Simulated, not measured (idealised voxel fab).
Process module, titled voxel lift off
140 nm wide, 5 nm square cells: that's cross-section cut.
Notation: cross-section as square-cell grid; stated in bands, top first, going down; one or more cell rows per band.
Within each band entry, the heights of the top and of the bottom of the band appear first, in that order and in nm; the materials of the band then follow from left to right, each with its corresponding width in nm. The designation "throughout" on a single material indicates that it fills the band from edge to edge; the designation "air" indicates empty space.
Beneath 0, the wafer as received is one material, and that level is where height counting begins. The lowest band goes on downward without a bottom; it is written like "from 0 down".
A two-number width, for instance "30->40", indicates that the width is equal to the first number in the top row of the band and to the second number in the bottom row, and that it changes by a constant amount per row of cells.
"nothing was modified" (step): cross-section cells unchanged, all of them.
Empty spaces counting at least 8 cells and having no open way to the top are listed in "Closed void catalog". The notation width x height at distance is used for each, the distance being from the left edge and all three values in nm.
Note: text after step settings on the step line = simulator remark on that step.
"overlay nm" denotes, for a step that has a mask, the displacement of the mask to the right of its planned place, with negative values corresponding to the left.
## Process steps (planned)
| 1 | RECEIVE (material Si) |
| 2 | CONFORMAL_DEP (material Al2O3; thk nm 10) |
| 3 | PATTERN (tone open; mask id LINES; material resist; width nm 20; pitch nm 35; thk nm 25; overlay nm 0) |
| 4 | DIRECTIONAL_DEP (material Ru; thk nm 10) |
| 5 | STRIP (etch materials resist) |
| 6 | CONFORMAL_DEP (material SiCN; thk nm 10) |
## Incoming wafer, cross-sectional view, post step 1
from 0 down = Si throughout
Closed void catalog: none
## Post-module cross-section of the first of two wafers (run per plan)
from 30 to 20 = 30 nm air  75 nm SiCN  35 nm air
from 20 to 10 = 40 nm SiCN  20 nm Ru  15 nm SiCN  20 nm Ru  45 nm SiCN
from 10 to 0 = Al2O3 throughout
from 0 down = Si throughout
Closed void catalog: none
## Cross-sectional image of the second wafer of the two following completion of the module. Starting state and process plan were the same as for the first wafer; one execution error occurred
from 30 to 20 = 30 nm air  75 nm Al2O3  35 nm air
from 20 to 10 = 40 nm Al2O3  20 nm Ru  15 nm Al2O3  20 nm Ru  45 nm Al2O3
from 10 to 0 = Al2O3 throughout
from 0 down = Si throughout
Closed void catalog: none
The plan and the run diverged here: step 6 ran as: CONFORMAL_DEP (material Al2O3; thk nm 10)
The final cell counts differ between the wafers, with the second having more or fewer of some materials than the first: 70 more of Al2O3, 70 fewer of SiCN
